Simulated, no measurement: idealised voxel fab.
The name of this process module is voxel gate over fins.
170 nm wide, 5 nm square cells: that's cross-section cut.
Cross-section, as written here: a square-cell grid given band by band from the top down, where a band holds one or more rows of cells.
Read a band's entry like this: the first values are the height of its top and the height of its bottom in nm, and what follows is the sequence of materials from left to right, each with its width in nm. Note that "air" is empty space, and that a single material marked "edge to edge" reaches across the band from edge to edge.
Beneath 0, the wafer as received is one material, and that level is where height counting begins. The lowest band goes on downward without a bottom; it is written like "0 -> down".
Read "30 to 40" as a graded width: first number on top, second number at the bottom, same change between each pair of neighbouring rows.
Step marked "everything unchanged"? Then no cell in the cross-section changed in it.
Look at "Sealed internal voids" for the closed voids: empty spaces with no open path to the top, sized 8 cells or up. Each is width x height at distance, distance from the left edge, all nm.
Past the settings on a step's line: simulator remark, on that step.
The "overlay nm" setting may appear on a step's line; for a step that uses a mask, it gives how far to the right of its planned position the mask lay, and a negative value indicates the left.

The process steps that were planned are listed below
1) RECEIVE,material Si
2) CONFORMAL_DEP,material SiN,thk nm 10
3) DIRECTIONAL_DEP,material aC,thk nm 15
4) PATTERN,tone cover,mask id FINS,material resist,width nm 15,pitch nm 45,thk nm 30,overlay nm 0
5) DIRECTIONAL_ETCH,etch materials aC,depth nm 15
6) STRIP,etch materials resist
7) DIRECTIONAL_ETCH,etch materials SiN,depth nm 10
8) DIRECTIONAL_ETCH,etch materials Si,depth nm 40
9) STRIP,etch materials aC
10) FILL_DEP,material SiO2,thk nm 10
11) CMP,height nm 10
12) SELECTIVE_ETCH,etch materials SiO2,depth nm 25
13) STRIP,etch materials SiN
14) CONFORMAL_DEP,material HfO2,thk nm 5
15) CONFORMAL_DEP,material TiN,thk nm 5
16) CONFORMAL_DEP,material TiAl,thk nm 5
17) CONFORMAL_DEP,material TiN,thk nm 5
18) FILL_DEP,material W,thk nm 15
19) CMP,height nm 30
20) CONFORMAL_DEP,material SiCN,thk nm 10

First wafer, two in total, run as planned

As received (post step 1): cross-section
  0 -> down | Si edge to edge
  Sealed internal voids: none

Take a look at the wafer's cross-section after step 2
  10 -> 0 | SiN edge to edge
  Whatever lies below 0 is exactly as it was before.

Take a look at the wafer's cross-section after step 3
  25 -> 10 | aC edge to edge
  Whatever lies below 10 is exactly as it was before.

Take a look at the wafer's cross-section after step 4
  55 -> 25 | air: 55, then resist: 15, then air: 30, then resist: 15, then air: 55
  Whatever lies below 25 is exactly as it was before.

Take a look at the wafer's cross-section after step 5
  40 -> 25 | air: 55, then resist: 15, then air: 30, then resist: 15, then air: 55
  25 -> 10 | air: 55, then aC: 15, then air: 30, then aC: 15, then air: 55
  Whatever lies below 10 is exactly as it was before.

Take a look at the wafer's cross-section after step 6
  25 -> 10 | air: 55, then aC: 15, then air: 30, then aC: 15, then air: 55
  Whatever lies below 10 is exactly as it was before.

Take a look at the wafer's cross-section after step 7
  25 -> 10 | air: 55, then aC: 15, then air: 30, then aC: 15, then air: 55
  10 -> 0 | air: 55, then SiN: 15, then air: 30, then SiN: 15, then air: 55
  Whatever lies below 0 is exactly as it was before.

Take a look at the wafer's cross-section after step 8
  25 -> 10 | air: 55, then aC: 15, then air: 30, then aC: 15, then air: 55
  10 -> 0 | air: 55, then SiN: 15, then air: 30, then SiN: 15, then air: 55
  0 -> -40 | air: 55, then Si: 15, then air: 30, then Si: 15, then air: 55
  Whatever lies below -40 is exactly as it was before.

Take a look at the wafer's cross-section after step 9
  10 -> 0 | air: 55, then SiN: 15, then air: 30, then SiN: 15, then air: 55
  Whatever lies below 0 is exactly as it was before.

Take a look at the wafer's cross-section after step 10
  20 -> 10 | SiO2 edge to edge
  10 -> 0 | SiO2: 55, then SiN: 15, then SiO2: 30, then SiN: 15, then SiO2: 55
  0 -> -40 | SiO2: 55, then Si: 15, then SiO2: 30, then Si: 15, then SiO2: 55
  Whatever lies below -40 is exactly as it was before.

Take a look at the wafer's cross-section after step 11
  10 -> 0 | SiO2: 55, then SiN: 15, then SiO2: 30, then SiN: 15, then SiO2: 55
  Whatever lies below 0 is exactly as it was before.

Take a look at the wafer's cross-section after step 12
  10 -> 0 | air: 55, then SiN: 15, then air: 30, then SiN: 15, then air: 55
  0 -> -15 | air: 55, then Si: 15, then air: 30, then Si: 15, then air: 55
  Whatever lies below -15 is exactly as it was before.

Take a look at the wafer's cross-section after step 13
  0 -> -15 | air: 55, then Si: 15, then air: 30, then Si: 15, then air: 55
  Whatever lies below -15 is exactly as it was before.

Take a look at the wafer's cross-section after step 14
  5 -> 0 | air: 50, then HfO2: 25, then air: 20, then HfO2: 25, then air: 50
  0 -> -10 | air: 50, then HfO2: 5, then Si: 15, then HfO2: 5, then air: 20, then HfO2: 5, then Si: 15, then HfO2: 5, then air: 50
  -10 -> -15 | HfO2: 55, then Si: 15, then HfO2: 30, then Si: 15, then HfO2: 55
  Whatever lies below -15 is exactly as it was before.

Take a look at the wafer's cross-section after step 15
  10 -> 5 | air: 45, then TiN: 35, then air: 10, then TiN: 35, then air: 45
  5 -> 0 | air: 45, then TiN: 5, then HfO2: 25, then TiN: 5, then air: 10, then TiN: 5, then HfO2: 25, then TiN: 5, then air: 45
  0 -> -5 | air: 45, then TiN: 5, then HfO2: 5, then Si: 15, then HfO2: 5, then TiN: 5, then air: 10, then TiN: 5, then HfO2: 5, then Si: 15, then HfO2: 5, then TiN: 5, then air: 45
  -5 -> -10 | TiN: 50, then HfO2: 5, then Si: 15, then HfO2: 5, then TiN: 20, then HfO2: 5, then Si: 15, then HfO2: 5, then TiN: 50
  Whatever lies below -10 is exactly as it was before.

Take a look at the wafer's cross-section after step 16
  15 -> 10 | air: 40, then TiAl: 90, then air: 40
  10 -> 5 | air: 40, then TiAl: 5, then TiN: 35, then TiAl: 10, then TiN: 35, then TiAl: 5, then air: 40
  5 -> 0 | air: 40, then TiAl: 5, then TiN: 5, then HfO2: 25, then TiN: 5, then TiAl: 10, then TiN: 5, then HfO2: 25, then TiN: 5, then TiAl: 5, then air: 40
  0 -> -5 | TiAl: 45, then TiN: 5, then HfO2: 5, then Si: 15, then HfO2: 5, then TiN: 5, then TiAl: 10, then TiN: 5, then HfO2: 5, then Si: 15, then HfO2: 5, then TiN: 5, then TiAl: 45
  Whatever lies below -5 is exactly as it was before.

Take a look at the wafer's cross-section after step 17
  20 -> 15 | air: 35, then TiN: 100, then air: 35
  15 -> 10 | air: 35, then TiN: 5, then TiAl: 90, then TiN: 5, then air: 35
  10 -> 5 | air: 35, then TiN: 5, then TiAl: 5, then TiN: 35, then TiAl: 10, then TiN: 35, then TiAl: 5, then TiN: 5, then air: 35
  5 -> 0 | TiN: 40, then TiAl: 5, then TiN: 5, then HfO2: 25, then TiN: 5, then TiAl: 10, then TiN: 5, then HfO2: 25, then TiN: 5, then TiAl: 5, then TiN: 40
  Whatever lies below 0 is exactly as it was before.

Take a look at the wafer's cross-section after step 18
  35 -> 20 | W edge to edge
  20 -> 15 | W: 35, then TiN: 100, then W: 35
  15 -> 10 | W: 35, then TiN: 5, then TiAl: 90, then TiN: 5, then W: 35
  10 -> 5 | W: 35, then TiN: 5, then TiAl: 5, then TiN: 35, then TiAl: 10, then TiN: 35, then TiAl: 5, then TiN: 5, then W: 35
  Whatever lies below 5 is exactly as it was before.

Take a look at the wafer's cross-section after step 19
  30 -> 20 | W edge to edge
  Whatever lies below 20 is exactly as it was before.

Take a look at the wafer's cross-section after step 20
  40 -> 30 | SiCN edge to edge
  Whatever lies below 30 is exactly as it was before.

The second wafer was prepared from the same starting point and under the same plan as the first; its processing contained one mistake, and it remains indistinguishable from the first wafer up to and including step 3

Second wafer, sectioned view, at step 4's planned end time
  55 -> 25 | resist: 55, then air: 15, then resist: 30, then air: 15, then resist: 55
  Whatever lies below 25 is exactly as it was before.

Second wafer, sectioned view, at step 5's planned end time
  40 -> 25 | resist: 55, then air: 15, then resist: 30, then air: 15, then resist: 55
  25 -> 10 | aC: 55, then air: 15, then aC: 30, then air: 15, then aC: 55
  Whatever lies below 10 is exactly as it was before.

Second wafer, sectioned view, at step 6's planned end time
  25 -> 10 | aC: 55, then air: 15, then aC: 30, then air: 15, then aC: 55
  Whatever lies below 10 is exactly as it was before.

Second wafer, sectioned view, at step 7's planned end time
  25 -> 10 | aC: 55, then air: 15, then aC: 30, then air: 15, then aC: 55
  10 -> 0 | SiN: 55, then air: 15, then SiN: 30, then air: 15, then SiN: 55
  Whatever lies below 0 is exactly as it was before.

Second wafer, sectioned view, at step 8's planned end time
  25 -> 10 | aC: 55, then air: 15, then aC: 30, then air: 15, then aC: 55
  10 -> 0 | SiN: 55, then air: 15, then SiN: 30, then air: 15, then SiN: 55
  0 -> -40 | Si: 55, then air: 15, then Si: 30, then air: 15, then Si: 55
  Whatever lies below -40 is exactly as it was before.

Second wafer, sectioned view, at step 9's planned end time
  10 -> 0 | SiN: 55, then air: 15, then SiN: 30, then air: 15, then SiN: 55
  Whatever lies below 0 is exactly as it was before.

Second wafer, sectioned view, at step 10's planned end time
  20 -> 10 | SiO2 edge to edge
  10 -> 0 | SiN: 55, then SiO2: 15, then SiN: 30, then SiO2: 15, then SiN: 55
  0 -> -40 | Si: 55, then SiO2: 15, then Si: 30, then SiO2: 15, then Si: 55
  Whatever lies below -40 is exactly as it was before.

Second wafer, sectioned view, at step 11's planned end time
  10 -> 0 | SiN: 55, then SiO2: 15, then SiN: 30, then SiO2: 15, then SiN: 55
  Whatever lies below 0 is exactly as it was before.

Second wafer, sectioned view, at step 12's planned end time
  10 -> 0 | SiN: 55, then air: 15, then SiN: 30, then air: 15, then SiN: 55
  0 -> -15 | Si: 55, then air: 15, then Si: 30, then air: 15, then Si: 55
  Whatever lies below -15 is exactly as it was before.

Second wafer, sectioned view, at step 13's planned end time
  0 -> -15 | Si: 55, then air: 15, then Si: 30, then air: 15, then Si: 55
  Whatever lies below -15 is exactly as it was before.

Second wafer, sectioned view, at step 14's planned end time
  5 -> 0 | HfO2: 60, then air: 5, then HfO2: 40, then air: 5, then HfO2: 60
  0 -> -10 | Si: 55, then HfO2: 5, then air: 5, then HfO2: 5, then Si: 30, then HfO2: 5, then air: 5, then HfO2: 5, then Si: 55
  -10 -> -15 | Si: 55, then HfO2: 15, then Si: 30, then HfO2: 15, then Si: 55
  Whatever lies below -15 is exactly as it was before.

Second wafer, sectioned view, at step 15's planned end time
  10 -> 5 | TiN edge to edge
  5 -> 0 | HfO2: 60, then TiN: 5, then HfO2: 40, then TiN: 5, then HfO2: 60
  0 -> -10 | Si: 55, then HfO2: 5, then TiN: 5, then HfO2: 5, then Si: 30, then HfO2: 5, then TiN: 5, then HfO2: 5, then Si: 55
  Whatever lies below -10 is exactly as it was before.

Second wafer, sectioned view, at step 16's planned end time
  15 -> 10 | TiAl edge to edge
  Whatever lies below 10 is exactly as it was before.

Second wafer, sectioned view, at step 17's planned end time
  20 -> 15 | TiN edge to edge
  Whatever lies below 15 is exactly as it was before.

Second wafer, sectioned view, at step 18's planned end time
  35 -> 20 | W edge to edge
  Whatever lies below 20 is exactly as it was before.

Second wafer, sectioned view, at step 19's planned end time
  30 -> 20 | W edge to edge
  Whatever lies below 20 is exactly as it was before.

Second wafer, sectioned view, at step 20's planned end time
  40 -> 30 | SiCN edge to edge
  Whatever lies below 30 is exactly as it was before.
In executing the process, a mistake was made relative to the plan: step 4, actual vs plan mismatch, actual run PATTERN,tone open,mask id FINS,material resist,width nm 15,pitch nm 45,thk nm 30,overlay nm 0
Wafer comparison, final, in cells, second relative to first, materials more or fewer: 176 more of Si | 110 fewer of SiO2 | 12 fewer of TiAl | 12 fewer of TiN | 42 fewer of W
